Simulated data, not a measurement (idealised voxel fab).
The document below concerns the process module designated voxel transistor to metal.
This is section cut - it's 150 nm across, gridded in 5 nm square cells.
Cross-section = grid of square cells, listed top down in bands; band = one or more rows.
The band entry comprises the height of the band's top followed by the height of its bottom, expressed in nm, and subsequently the band's materials from left to right, each stated together with its width in nm. Where a single material is marked with the word "edge to edge", that material fills the band from edge to edge. The word "empty" represents empty space.
We count height from 0. Below that, the starting wafer is all one material. The lowest band never ends at the bottom but goes on down; see "0..down" for how that is written.
Read "30->40" as a graded width: first number on top, second number at the bottom, same change between each pair of neighbouring rows.
A step reported as "nothing altered" is a step in which no cell of the cross-section changed.
"Sealed void listing": sealed empty spaces, 8 cells or more, no open way to top, listed width x height at distance, with distance from the left edge and width, height and distance in nm.
On each step's line, the part that comes after the settings is the simulator's own comment on the step.
"overlay nm", when on a step's line for a step with a mask, measures how far to the right of its planned place the mask lay; a negative measure means to the left.

SO HERE'S THE LINEUP OF PROCESS STEPS WE PLANNED
step 1: RECEIVE | material Si
step 2: OXIDIZE | depth nm 5
step 3: CONFORMAL_DEP | material SiN | thk nm 10
step 4: PATTERN | tone cover | mask id ACTIVE | material resist | width nm 120 | thk nm 15 | overlay nm 0
step 5: DIRECTIONAL_ETCH | etch materials SiN | depth nm 10
step 6: DIRECTIONAL_ETCH | etch materials SiO2 | depth nm 5
step 7: DIRECTIONAL_ETCH | etch materials Si | depth nm 35
step 8: STRIP | etch materials resist
step 9: FILL_DEP | material SiO2 | thk nm 10
step 10: CMP | height nm 10
step 11: SELECTIVE_ETCH | etch materials SiO2 | depth nm 10
step 12: STRIP | etch materials SiN
step 13: SELECTIVE_ETCH | etch materials SiO2 | depth nm 5
step 14: OXIDIZE | depth nm 5
step 15: DIRECTIONAL_DEP | material polySi | thk nm 20
step 16: DIRECTIONAL_DEP | material SiCN | thk nm 15
step 17: MASKED_ETCH | tone cover | mask id GATE | width nm 30 | etch materials SiCN | depth nm 25 | overlay nm 0
step 18: MASKED_ETCH | tone cover | mask id GATE | width nm 30 | etch materials polySi | depth nm 30 | overlay nm 0
step 19: CONFORMAL_DEP | material SiO2 | thk nm 5
step 20: DIRECTIONAL_ETCH | etch materials SiO2 | depth nm 5
step 21: CONFORMAL_DEP | material SiN | thk nm 10
step 22: DIRECTIONAL_ETCH | etch materials SiN | depth nm 10
step 23: DIRECTIONAL_ETCH | etch materials SiO2 | depth nm 5
step 24: DIRECTIONAL_ETCH | etch materials Si | depth nm 5
step 25: EPI | material nSi | thk nm 5
step 26: FILL_DEP | material SiO2 | thk nm 5
step 27: CMP | height nm 15
step 28: STRIP | etch materials polySi
step 29: SELECTIVE_ETCH | etch materials SiO2 | depth nm 5
step 30: CONFORMAL_DEP | material HfO2 | thk nm 5
step 31: CONFORMAL_DEP | material TiN | thk nm 5
step 32: FILL_DEP | material W | thk nm 5
step 33: CMP | height nm 10
step 34: DIRECTIONAL_DEP | material SiO2 | thk nm 15
step 35: PATTERN | tone open | mask id CONTACT | material resist | width nm 20 | pitch nm 90 | thk nm 15 | overlay nm 0
step 36: DIRECTIONAL_ETCH | etch materials SiO2 | depth nm 35
step 37: STRIP | etch materials resist
step 38: CONFORMAL_DEP | material TiN | thk nm 5
step 39: FILL_DEP | material W | thk nm 10
step 40: CMP | height nm 25
step 41: CONFORMAL_DEP | material SiCN | thk nm 5
step 42: DIRECTIONAL_DEP | material lowk | thk nm 25
step 43: MASKED_ETCH | tone open | mask id METAL_1 | width nm 20 | pitch nm 90 | etch materials lowk | depth nm 25 | overlay nm 0
step 44: MASKED_ETCH | tone open | mask id METAL_1 | width nm 20 | pitch nm 90 | etch materials SiCN | depth nm 5 | overlay nm 0
step 45: CONFORMAL_DEP | material TiN | thk nm 5
step 46: FILL_DEP | material Cu | thk nm 10
step 47: CMP | height nm 55
step 48: CONFORMAL_DEP | material SiCN | thk nm 5
step 49: DIRECTIONAL_DEP | material lowk | thk nm 25
step 50: DIRECTIONAL_DEP | material aC | thk nm 10
step 51: PATTERN | tone open | mask id METAL_2 | material resist | width nm 20 | pitch nm 90 | thk nm 30 | overlay nm 0
step 52: DIRECTIONAL_ETCH | etch materials aC | depth nm 10
step 53: STRIP | etch materials resist
step 54: DIRECTIONAL_ETCH | etch materials lowk | depth nm 15
step 55: STRIP | etch materials aC
step 56: DIRECTIONAL_DEP | material aC | thk nm 15
step 57: PATTERN | tone open | mask id METAL_2_HOLES | material resist | width nm 15 | pitch nm 90 | thk nm 30 | overlay nm 0
step 58: DIRECTIONAL_ETCH | etch materials aC | depth nm 15
step 59: STRIP | etch materials resist
step 60: DIRECTIONAL_ETCH | etch materials lowk | depth nm 10
step 61: DIRECTIONAL_ETCH | etch materials SiCN | depth nm 5
step 62: STRIP | etch materials aC
step 63: CONFORMAL_DEP | material TiN | thk nm 5
step 64: FILL_DEP | material Ru | thk nm 10
step 65: CMP | height nm 85
step 66: CONFORMAL_DEP | material SiN | thk nm 5

AS RECEIVED, AFTER STEP 1
	0..down: Si edge to edge
	Sealed void listing: none

END-OF-MODULE CROSS-SECTION OF THE FIRST OF TWO WAFERS, PROCESSED AS PLANNED
	90..85: SiN edge to edge
	85..75: 20 of lowk  5 of TiN  10 of Ru  5 of TiN  70 of lowk  5 of TiN  10 of Ru  5 of TiN  20 of lowk
	75..70: 20 of lowk  5 of TiN  5 of Ru  10 of TiN  70 of lowk  5 of TiN  5 of Ru  10 of TiN  20 of lowk
	70..60: 20 of lowk  5 of TiN  5 of Ru  5 of TiN  75 of lowk  5 of TiN  5 of Ru  5 of TiN  25 of lowk
	60..55: 20 of SiCN  15 of TiN  75 of SiCN  15 of TiN  25 of SiCN
	55..30: 20 of lowk  5 of TiN  10 of Cu  5 of TiN  70 of lowk  5 of TiN  10 of Cu  5 of TiN  20 of lowk
	30..25: 20 of SiCN  20 of TiN  70 of SiCN  20 of TiN  20 of SiCN
	25..10: 20 of SiO2  5 of TiN  10 of W  5 of TiN  70 of SiO2  5 of TiN  10 of W  5 of TiN  20 of SiO2
	10..0: 20 of SiO2  5 of TiN  10 of W  5 of TiN  5 of SiO2  10 of SiN  5 of HfO2  5 of TiN  20 of W  5 of TiN  5 of HfO2  10 of SiN  5 of SiO2  5 of TiN  10 of W  5 of TiN  20 of SiO2
	0..-5: 20 of SiO2  5 of TiN  10 of W  5 of TiN  5 of SiO2  10 of SiN  5 of HfO2  30 of TiN  5 of HfO2  10 of SiN  5 of SiO2  5 of TiN  10 of W  5 of TiN  20 of SiO2
	-5..-10: 20 of SiO2  20 of TiN  5 of nSi  10 of SiO2  40 of HfO2  10 of SiO2  5 of nSi  20 of TiN  20 of SiO2
	-10..-15: 15 of SiO2  30 of nSi  60 of Si  30 of nSi  15 of SiO2
	-15..-40: 15 of SiO2  120 of Si  15 of SiO2
	-40..down: Si edge to edge
	Sealed void listing: none

END-OF-MODULE CROSS-SECTION OF THE SECOND WAFER: IDENTICAL STARTING POINT AND PROCESS PLAN TO THE FIRST, WITH ONE PROCESSING MISTAKE
	90..85: SiN edge to edge
	85..75: 20 of lowk  5 of TiN  10 of Ru  5 of TiN  70 of lowk  5 of TiN  10 of Ru  5 of TiN  20 of lowk
	75..70: 20 of lowk  5 of TiN  5 of Ru  10 of TiN  70 of lowk  5 of TiN  5 of Ru  10 of TiN  20 of lowk
	70..60: 20 of lowk  5 of TiN  5 of Ru  5 of TiN  75 of lowk  5 of TiN  5 of Ru  5 of TiN  25 of lowk
	60..55: 20 of SiCN  15 of TiN  75 of SiCN  15 of TiN  25 of SiCN
	55..30: 20 of lowk  5 of TiN  10 of Cu  5 of TiN  70 of lowk  5 of TiN  10 of Cu  5 of TiN  20 of lowk
	30..25: 20 of SiCN  20 of TiN  70 of SiCN  20 of TiN  20 of SiCN
	25..10: 20 of SiO2  5 of TiN  10 of W  5 of TiN  70 of SiO2  5 of TiN  10 of W  5 of TiN  20 of SiO2
	10..0: 20 of SiO2  5 of TiN  10 of W  5 of TiN  5 of SiO2  10 of SiN  5 of HfO2  5 of TiN  20 of W  5 of TiN  5 of HfO2  10 of SiN  5 of SiO2  5 of TiN  10 of W  5 of TiN  20 of SiO2
	0..-5: 20 of SiO2  5 of TiN  10 of W  5 of TiN  5 of SiO2  10 of SiN  5 of HfO2  30 of TiN  5 of HfO2  10 of SiN  5 of SiO2  5 of TiN  10 of W  5 of TiN  20 of SiO2
	-5..-10: 20 of SiO2  20 of TiN  5 of nSi  10 of SiO2  40 of HfO2  10 of SiO2  5 of nSi  20 of TiN  20 of SiO2
	-10..-15: 15 of SiO2  30 of nSi  60 of Si  30 of nSi  15 of SiO2
	-15..-75: 15 of SiO2  120 of Si  15 of SiO2
	-75..down: Si edge to edge
	Sealed void listing: none
In executing the process, a mistake was made relative to the plan: it should be noted that step 7 of the plan was executed twice
In the final state, the cell counts of the second wafer exceed or fall short of those of the first for the following materials: Si: 42 fewer, SiO2: 42 more
